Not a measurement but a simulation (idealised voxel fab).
process module | voxel transistor to metal
cross-section cut | 210 nm wide | cells 5 nm
A cross-section is a grid of square cells, given in bands from the top down. A band is one or more rows of cells.
Each band's line starts with the height of the band's top and of its bottom, in nm. Then come its materials from left to right, each with its width in nm. One material with "throughout" fills the band from edge to edge. "air" is empty space.
Height 0 is the level under which the wafer as received is all one material. The lowest band goes on downwards, as in "0 down".
A width such as "30 to 40" changes by the same amount from each row of cells to the next, from the band's top row to its bottom row.
"no change" after a step means that no cell of the cross-section changed.
closed voids: empty space of 8 cells or more with no open way to the top, each as width x height at its distance from the left edge, in nm
after a step's settings: what the simulator itself notes on the step
overlay nm, on a step with a mask: how far to the right of its planned place the mask lay; to the left if negative
plan
1 op RECEIVE | material Si
2 op CONFORMAL_DEP | material SiO2 | thk nm 5
3 op CONFORMAL_DEP | material SiN | thk nm 15
4 op DIRECTIONAL_DEP | material aC | thk nm 10
5 op PATTERN | tone cover | mask id ACTIVE | material resist | width nm 115 | thk nm 25 | overlay nm 0
6 op DIRECTIONAL_ETCH | etch materials aC | depth nm 10
7 op STRIP | etch materials resist
8 op DIRECTIONAL_ETCH | etch materials SiN | depth nm 15
9 op DIRECTIONAL_ETCH | etch materials SiO2 | depth nm 5
10 op DIRECTIONAL_ETCH | etch materials Si | depth nm 20
11 op STRIP | etch materials aC
12 op OXIDIZE | depth nm 5
13 op FILL_DEP | material SiO2 | thk nm 15
14 op CMP | height nm 20
15 op SELECTIVE_ETCH | etch materials SiO2 | depth nm 15
16 op STRIP | etch materials SiN
17 op SELECTIVE_ETCH | etch materials SiO2 | depth nm 5
18 op OXIDIZE | depth nm 5
19 op DIRECTIONAL_DEP | material polySi | thk nm 30
20 op DIRECTIONAL_DEP | material SiCN | thk nm 10
21 op PATTERN | tone cover | mask id GATE | material resist | width nm 25 | thk nm 20 | overlay nm 0
22 op DIRECTIONAL_ETCH | etch materials SiCN | depth nm 20
23 op DIRECTIONAL_ETCH | etch materials polySi | depth nm 40
24 op STRIP | etch materials resist
25 op CONFORMAL_DEP | material SiO2 | thk nm 5
26 op DIRECTIONAL_ETCH | etch materials SiO2 | depth nm 5
27 op CONFORMAL_DEP | material SiN | thk nm 5
28 op DIRECTIONAL_ETCH | etch materials SiN | depth nm 5
29 op DIRECTIONAL_ETCH | etch materials SiO2 | depth nm 5
30 op EPI | material SiGe | thk nm 5
31 op FILL_DEP | material SiO2 | thk nm 10
32 op CMP | height nm 40
33 op DIRECTIONAL_DEP | material SiO2 | thk nm 10
34 op MASKED_ETCH | tone open | mask id CONTACT | width nm 30 | pitch nm 65 | etch materials SiO2 | depth nm 50 | overlay nm 0
35 op CONFORMAL_DEP | material TiN | thk nm 5
36 op FILL_DEP | material W | thk nm 10
37 op CMP | height nm 50
38 op CONFORMAL_DEP | material SiN | thk nm 5
39 op DIRECTIONAL_DEP | material SiO2 | thk nm 20
40 op MASKED_ETCH | tone open | mask id METAL_1 | width nm 15 | pitch nm 80 | etch materials SiO2 | depth nm 20 | overlay nm 0
41 op MASKED_ETCH | tone open | mask id METAL_1 | width nm 15 | pitch nm 80 | etch materials SiN | depth nm 5 | overlay nm 0
42 op CONFORMAL_DEP | material TiN | thk nm 5
43 op FILL_DEP | material W | thk nm 10
44 op CMP | height nm 75
45 op EPI | material Ru | thk nm 5
46 op FILL_DEP | material SiCN | thk nm 5
first wafer, as planned
as received, after step 1
  0 down: Si throughout
  closed voids: none
after step 2
  5 to 0: SiO2 throughout
  below 0: unchanged
after step 3
  20 to 5: SiN throughout
  below 5: unchanged
after step 4
  30 to 20: aC throughout
  below 20: unchanged
after step 5
  55 to 30: air 45 | resist 115 | air 50
  below 30: unchanged
after step 6
  45 to 30: air 45 | resist 115 | air 50
  30 to 20: air 45 | aC 115 | air 50
  below 20: unchanged
after step 7
  30 to 20: air 45 | aC 115 | air 50
  below 20: unchanged
after step 8
  30 to 20: air 45 | aC 115 | air 50
  20 to 5: air 45 | SiN 115 | air 50
  below 5: unchanged
after step 9
  30 to 20: air 45 | aC 115 | air 50
  20 to 5: air 45 | SiN 115 | air 50
  5 to 0: air 45 | SiO2 115 | air 50
  below 0: unchanged
after step 10
  30 to 20: air 45 | aC 115 | air 50
  20 to 5: air 45 | SiN 115 | air 50
  5 to 0: air 45 | SiO2 115 | air 50
  0 to -20: air 45 | Si 115 | air 50
  below -20: unchanged
after step 11
  20 to 5: air 45 | SiN 115 | air 50
  below 5: unchanged
after step 12
  20 to 5: air 45 | SiN 115 | air 50
  5 to 0: air 45 | SiO2 115 | air 50
  0 to -20: air 45 | SiO2 5 | Si 105 | SiO2 5 | air 50
  -20 to -25: SiO2 50 | Si 105 | SiO2 55
  below -25: unchanged
after step 13
  35 to 20: SiO2 throughout
  20 to 5: SiO2 45 | SiN 115 | SiO2 50
  5 to 0: SiO2 throughout
  0 to -25: SiO2 50 | Si 105 | SiO2 55
  below -25: unchanged
after step 14
  20 to 5: SiO2 45 | SiN 115 | SiO2 50
  below 5: unchanged
after step 15
  20 to 5: air 45 | SiN 115 | air 50
  below 5: unchanged
after step 16
  5 to 0: SiO2 throughout
  below 0: unchanged
after step 17
  0 to -25: SiO2 50 | Si 105 | SiO2 55
  below -25: unchanged
after step 18
  0 to -5: SiO2 throughout
  below -5: unchanged
after step 19
  30 to 0: polySi throughout
  below 0: unchanged
after step 20
  40 to 30: SiCN throughout
  below 30: unchanged
after step 21
  60 to 40: air 90 | resist 25 | air 95
  below 40: unchanged
after step 22
  60 to 40: air 90 | resist 25 | air 95
  40 to 30: air 90 | SiCN 25 | air 95
  below 30: unchanged
after step 23
  60 to 40: air 90 | resist 25 | air 95
  40 to 30: air 90 | SiCN 25 | air 95
  30 to 0: air 90 | polySi 25 | air 95
  below 0: unchanged
after step 24
  40 to 30: air 90 | SiCN 25 | air 95
  below 30: unchanged
after step 25
  45 to 40: air 85 | SiO2 35 | air 90
  40 to 30: air 85 | SiO2 5 | SiCN 25 | SiO2 5 | air 90
  30 to 5: air 85 | SiO2 5 | polySi 25 | SiO2 5 | air 90
  5 to 0: SiO2 90 | polySi 25 | SiO2 95
  below 0: unchanged
after step 26
  40 to 30: air 85 | SiO2 5 | SiCN 25 | SiO2 5 | air 90
  30 to 0: air 85 | SiO2 5 | polySi 25 | SiO2 5 | air 90
  below 0: unchanged
after step 27
  45 to 40: air 80 | SiN 45 | air 85
  40 to 30: air 80 | SiN 5 | SiO2 5 | SiCN 25 | SiO2 5 | SiN 5 | air 85
  30 to 5: air 80 | SiN 5 | SiO2 5 | polySi 25 | SiO2 5 | SiN 5 | air 85
  5 to 0: SiN 85 | SiO2 5 | polySi 25 | SiO2 5 | SiN 90
  below 0: unchanged
after step 28
  40 to 30: air 80 | SiN 5 | SiO2 5 | SiCN 25 | SiO2 5 | SiN 5 | air 85
  30 to 0: air 80 | SiN 5 | SiO2 5 | polySi 25 | SiO2 5 | SiN 5 | air 85
  below 0: unchanged
after step 29
  40 to 35: air 80 | SiN 5 | air 5 | SiCN 25 | air 5 | SiN 5 | air 85
  35 to 30: air 80 | SiN 5 | SiO2 5 | SiCN 25 | SiO2 5 | SiN 5 | air 85
  30 to 0: air 80 | SiN 5 | SiO2 5 | polySi 25 | SiO2 5 | SiN 5 | air 85
  0 to -5: air 80 | SiO2 45 | air 85
  below -5: unchanged
after step 30
  40 to 35: air 80 | SiN 5 | air 5 | SiCN 25 | air 5 | SiN 5 | air 85
  35 to 30: air 80 | SiN 5 | SiO2 5 | SiCN 25 | SiO2 5 | SiN 5 | air 85
  30 to 0: air 80 | SiN 5 | SiO2 5 | polySi 25 | SiO2 5 | SiN 5 | air 85
  0 to -5: air 45 | SiGe 35 | SiO2 45 | SiGe 35 | air 50
  below -5: unchanged
after step 31
  50 to 40: SiO2 throughout
  40 to 30: SiO2 80 | SiN 5 | SiO2 5 | SiCN 25 | SiO2 5 | SiN 5 | SiO2 85
  30 to 0: SiO2 80 | SiN 5 | SiO2 5 | polySi 25 | SiO2 5 | SiN 5 | SiO2 85
  0 to -5: SiO2 45 | SiGe 35 | SiO2 45 | SiGe 35 | SiO2 50
  below -5: unchanged
after step 32
  40 to 30: SiO2 80 | SiN 5 | SiO2 5 | SiCN 25 | SiO2 5 | SiN 5 | SiO2 85
  below 30: unchanged
after step 33
  50 to 40: SiO2 throughout
  below 40: unchanged
after step 34
  50 to 40: SiO2 55 | air 30 | SiO2 35 | air 30 | SiO2 60
  40 to 30: SiO2 55 | air 25 | SiN 5 | SiO2 5 | SiCN 25 | SiO2 5 | SiN 5 | air 25 | SiO2 60
  30 to 0: SiO2 55 | air 25 | SiN 5 | SiO2 5 | polySi 25 | SiO2 5 | SiN 5 | air 25 | SiO2 60
  below 0: unchanged
after step 35
  55 to 50: TiN 60 | air 20 | TiN 45 | air 20 | TiN 65
  50 to 40: SiO2 55 | TiN 5 | air 20 to 15 | TiN 5 to 10 | SiO2 35 | TiN 5 to 10 | air 20 to 15 | TiN 5 | SiO2 60
  40 to 30: SiO2 55 | TiN 5 | air 15 | TiN 5 | SiN 5 | SiO2 5 | SiCN 25 | SiO2 5 | SiN 5 | TiN 5 | air 15 | TiN 5 | SiO2 60
  30 to 5: SiO2 55 | TiN 5 | air 15 | TiN 5 | SiN 5 | SiO2 5 | polySi 25 | SiO2 5 | SiN 5 | TiN 5 | air 15 | TiN 5 | SiO2 60
  5 to 0: SiO2 55 | TiN 25 | SiN 5 | SiO2 5 | polySi 25 | SiO2 5 | SiN 5 | TiN 25 | SiO2 60
  below 0: unchanged
after step 36
  65 to 55: W throughout
  55 to 50: TiN 60 | W 20 | TiN 45 | W 20 | TiN 65
  50 to 40: SiO2 55 | TiN 5 | W 20 to 15 | TiN 5 to 10 | SiO2 35 | TiN 5 to 10 | W 20 to 15 | TiN 5 | SiO2 60
  40 to 30: SiO2 55 | TiN 5 | W 15 | TiN 5 | SiN 5 | SiO2 5 | SiCN 25 | SiO2 5 | SiN 5 | TiN 5 | W 15 | TiN 5 | SiO2 60
  30 to 5: SiO2 55 | TiN 5 | W 15 | TiN 5 | SiN 5 | SiO2 5 | polySi 25 | SiO2 5 | SiN 5 | TiN 5 | W 15 | TiN 5 | SiO2 60
  below 5: unchanged
after step 37
  50 to 40: SiO2 55 | TiN 5 | W 20 to 15 | TiN 5 to 10 | SiO2 35 | TiN 5 to 10 | W 20 to 15 | TiN 5 | SiO2 60
  below 40: unchanged
after step 38
  55 to 50: SiN throughout
  below 50: unchanged
after step 39
  75 to 55: SiO2 throughout
  below 55: unchanged
after step 40
  75 to 55: SiO2 55 | air 15 | SiO2 65 | air 15 | SiO2 60
  below 55: unchanged
after step 41
  75 to 55: SiO2 55 | air 15 | SiO2 65 | air 15 | SiO2 60
  55 to 50: SiN 55 | air 15 | SiN 65 | air 15 | SiN 60
  below 50: unchanged
after step 42
  80 to 75: TiN 60 | air 5 | TiN 75 | air 5 | TiN 65
  75 to 55: SiO2 55 | TiN 5 | air 5 | TiN 5 | SiO2 65 | TiN 5 | air 5 | TiN 5 | SiO2 60
  55 to 50: SiN 55 | TiN 15 | SiN 65 | TiN 15 | SiN 60
  below 50: unchanged
after step 43
  90 to 80: W throughout
  80 to 75: TiN 60 | W 5 | TiN 75 | W 5 | TiN 65
  75 to 55: SiO2 55 | TiN 5 | W 5 | TiN 5 | SiO2 65 | TiN 5 | W 5 | TiN 5 | SiO2 60
  below 55: unchanged
after step 44
  75 to 55: SiO2 55 | TiN 5 | W 5 | TiN 5 | SiO2 65 | TiN 5 | W 5 | TiN 5 | SiO2 60
  below 55: unchanged
after step 45
  80 to 75: air 50 | Ru 25 | air 55 | Ru 25 | air 55
  below 75: unchanged
after step 46
  85 to 80: SiCN throughout
  80 to 75: SiCN 50 | Ru 25 | SiCN 55 | Ru 25 | SiCN 55
  below 75: unchanged
second wafer: like start, like plan, one mistake. Through step 38 it matches the first wafer
when step 39 should have ended
  75 to 55: Ru throughout
  below 55: unchanged
when step 40 should have ended: no change
when step 41 should have ended: no change
when step 42 should have ended
  80 to 75: TiN throughout
  below 75: unchanged
when step 43 should have ended
  90 to 80: W throughout
  below 80: unchanged
when step 44 should have ended
  75 to 55: Ru throughout
  below 55: unchanged
when step 45 should have ended
  80 to 55: Ru throughout
  below 55: unchanged
when step 46 should have ended
  85 to 80: SiCN throughout
  below 80: unchanged
what went wrong: step 39 ran as: op DIRECTIONAL_DEP | material Ru | thk nm 20
at the end the second wafer has, in cells: 200 more of Ru | 32 fewer of SiCN | 6 more of SiN | 144 fewer of SiO2 | 22 fewer of TiN | 8 fewer of W
